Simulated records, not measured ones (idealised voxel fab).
The process module that follows is named voxel wiring stack.
170 nm wide, 5 nm square cells: that's cross-section cut.
For the purposes of this document, a cross-section shall be understood as a grid of square cells, specified as bands listed in top-to-bottom order, each band consisting of one or more rows of cells.
Top, bottom (nm), then materials left to right with widths (nm); lone material tagged "full width" fills the whole band edge to edge; "air" = empty space.
The level at which height equals 0 is the one under which the wafer, as it arrives, is entirely one material. No lower edge exists for the bottom band, which continues downward and is notated as in "top 0, no bottom".
Note: "30->40" means the width goes from the first number (top row of the band) to the second number (bottom row) in equal steps per row of cells.
Key: "remained the same" - step with no changed cell in the cross-section.
In the "Entrapped void list" entry, you get each enclosed empty space of 8 cells or more, one with no open way to the top, written width x height at distance, distance from the left edge, in nm.
Anything after a step's settings on that line? It's the simulator's own note about the step.
overlay nm: step with mask; distance mask lay right of planned place; negative value = left of planned place.

Listed below are the process steps as planned:
step 1: RECEIVE | material Si
step 2: CONFORMAL_DEP | material SiO2 | thk nm 15
step 3: DIRECTIONAL_DEP | material TiN | thk nm 5
step 4: DIRECTIONAL_DEP | material W | thk nm 15
step 5: DIRECTIONAL_DEP | material aC | thk nm 15
step 6: PATTERN | tone cover | mask id METAL_1 | material resist | width nm 25 | pitch nm 40 | thk nm 35 | overlay nm 0
step 7: DIRECTIONAL_ETCH | etch materials aC | depth nm 15
step 8: STRIP | etch materials resist
step 9: DIRECTIONAL_ETCH | etch materials W | depth nm 15
step 10: DIRECTIONAL_ETCH | etch materials TiN | depth nm 5
step 11: STRIP | etch materials aC
step 12: CONFORMAL_DEP | material SiN | thk nm 5
step 13: FILL_DEP | material SiO2 | thk nm 5
step 14: CMP | height nm 35
step 15: CONFORMAL_DEP | material SiCN | thk nm 5
step 16: DIRECTIONAL_DEP | material SiO2 | thk nm 25
step 17: DIRECTIONAL_DEP | material aC | thk nm 15
step 18: PATTERN | tone open | mask id METAL_2 | material resist | width nm 25 | pitch nm 40 | thk nm 30 | overlay nm 0
step 19: DIRECTIONAL_ETCH | etch materials aC | depth nm 15
step 20: STRIP | etch materials resist
step 21: DIRECTIONAL_ETCH | etch materials SiO2 | depth nm 15
step 22: STRIP | etch materials aC
step 23: DIRECTIONAL_DEP | material aC | thk nm 10
step 24: PATTERN | tone open | mask id METAL_2_HOLES | material resist | width nm 15 | pitch nm 80 | thk nm 30 | overlay nm 0
step 25: DIRECTIONAL_ETCH | etch materials aC | depth nm 10
step 26: STRIP | etch materials resist
step 27: DIRECTIONAL_ETCH | etch materials SiO2 | depth nm 10
step 28: DIRECTIONAL_ETCH | etch materials SiCN | depth nm 5
step 29: STRIP | etch materials aC
step 30: CONFORMAL_DEP | material TiN | thk nm 5
step 31: FILL_DEP | material Cu | thk nm 5
step 32: CMP | height nm 65
step 33: CONFORMAL_DEP | material SiCN | thk nm 5
step 34: DIRECTIONAL_DEP | material lowk | thk nm 25
step 35: MASKED_ETCH | tone open | mask id METAL_3 | width nm 25 | pitch nm 40 | etch materials lowk | depth nm 15 | overlay nm 0
step 36: MASKED_ETCH | tone open | mask id METAL_3_HOLES | width nm 15 | pitch nm 40 | etch materials lowk | depth nm 10 | overlay nm 0
step 37: MASKED_ETCH | tone open | mask id METAL_3_HOLES | width nm 15 | pitch nm 40 | etch materials SiCN | depth nm 5 | overlay nm 0
step 38: CONFORMAL_DEP | material TiN | thk nm 5
step 39: FILL_DEP | material Cu | thk nm 10
step 40: CMP | height nm 95
step 41: CONFORMAL_DEP | material SiN | thk nm 5

Incoming wafer in cross-section (state: after step 1):
> top 0, no bottom | Si full width
> Entrapped void list: none

Wafer cross-section at module end: first of two, run to plan:
> top 100, bottom 95 | SiN full width
> top 95, bottom 85 | 30 lowk; 5 TiN; 15 Cu; 5 TiN; 15 lowk; 5 TiN; 15 Cu; 5 TiN; 15 lowk; 5 TiN; 15 Cu; 5 TiN; 35 lowk
> top 85, bottom 80 | 30 lowk; 5 TiN; 5 Cu; 15 TiN; 15 lowk; 5 TiN; 5 Cu; 15 TiN; 15 lowk; 5 TiN; 5 Cu; 15 TiN; 35 lowk
> top 80, bottom 70 | 30 lowk; 5 TiN; 5 Cu; 5 TiN; 25 lowk; 5 TiN; 5 Cu; 5 TiN; 25 lowk; 5 TiN; 5 Cu; 5 TiN; 45 lowk
> top 70, bottom 65 | 30 SiCN; 15 TiN; 25 SiCN; 15 TiN; 25 SiCN; 15 TiN; 45 SiCN
> top 65, bottom 55 | 30 SiO2; 5 TiN; 15 Cu; 5 TiN; 15 SiO2; 5 TiN; 15 Cu; 5 TiN; 15 SiO2; 5 TiN; 15 Cu; 5 TiN; 35 SiO2
> top 55, bottom 50 | 30 SiO2; 5 TiN; 5 Cu; 15 TiN; 15 SiO2; 25 TiN; 15 SiO2; 5 TiN; 5 Cu; 15 TiN; 35 SiO2
> top 50, bottom 40 | 30 SiO2; 5 TiN; 5 Cu; 5 TiN; 65 SiO2; 5 TiN; 5 Cu; 5 TiN; 45 SiO2
> top 40, bottom 35 | 30 SiCN; 15 TiN; 65 SiCN; 15 TiN; 45 SiCN
> top 35, bottom 20 | 25 SiO2; 5 SiN; 25 W; 5 SiN; 5 SiO2; 5 SiN; 25 W; 5 SiN; 5 SiO2; 5 SiN; 25 W; 5 SiN; 30 SiO2
> top 20, bottom 15 | 30 SiN; 25 TiN; 15 SiN; 25 TiN; 15 SiN; 25 TiN; 35 SiN
> top 15, bottom 0 | SiO2 full width
> top 0, no bottom | Si full width
> Entrapped void list: none

End-of-module cross-section of the second wafer: identical starting point and process plan to the first, with one processing mistake:
> top 110, bottom 95 | SiN full width
> top 95, bottom 85 | 30 lowk; 5 TiN; 15 Cu; 5 TiN; 15 lowk; 5 TiN; 15 Cu; 5 TiN; 15 lowk; 5 TiN; 15 Cu; 5 TiN; 35 lowk
> top 85, bottom 80 | 30 lowk; 5 TiN; 5 Cu; 15 TiN; 15 lowk; 5 TiN; 5 Cu; 15 TiN; 15 lowk; 5 TiN; 5 Cu; 15 TiN; 35 lowk
> top 80, bottom 70 | 30 lowk; 5 TiN; 5 Cu; 5 TiN; 25 lowk; 5 TiN; 5 Cu; 5 TiN; 25 lowk; 5 TiN; 5 Cu; 5 TiN; 45 lowk
> top 70, bottom 65 | 30 SiCN; 15 TiN; 25 SiCN; 15 TiN; 25 SiCN; 15 TiN; 45 SiCN
> top 65, bottom 55 | 30 SiO2; 5 TiN; 15 Cu; 5 TiN; 15 SiO2; 5 TiN; 15 Cu; 5 TiN; 15 SiO2; 5 TiN; 15 Cu; 5 TiN; 35 SiO2
> top 55, bottom 50 | 30 SiO2; 5 TiN; 5 Cu; 15 TiN; 15 SiO2; 25 TiN; 15 SiO2; 5 TiN; 5 Cu; 15 TiN; 35 SiO2
> top 50, bottom 40 | 30 SiO2; 5 TiN; 5 Cu; 5 TiN; 65 SiO2; 5 TiN; 5 Cu; 5 TiN; 45 SiO2
> top 40, bottom 35 | 30 SiCN; 15 TiN; 65 SiCN; 15 TiN; 45 SiCN
> top 35, bottom 20 | 25 SiO2; 5 SiN; 25 W; 5 SiN; 5 SiO2; 5 SiN; 25 W; 5 SiN; 5 SiO2; 5 SiN; 25 W; 5 SiN; 30 SiO2
> top 20, bottom 15 | 30 SiN; 25 TiN; 15 SiN; 25 TiN; 15 SiN; 25 TiN; 35 SiN
> top 15, bottom 0 | SiO2 full width
> top 0, no bottom | Si full width
> Entrapped void list: none
Processing error: not per plan at step 41, really ran CONFORMAL_DEP | material SiN | thk nm 15
Once processing is complete, comparing cell counts shows that the second wafer has more or fewer of certain materials than the first: 68 more of SiN
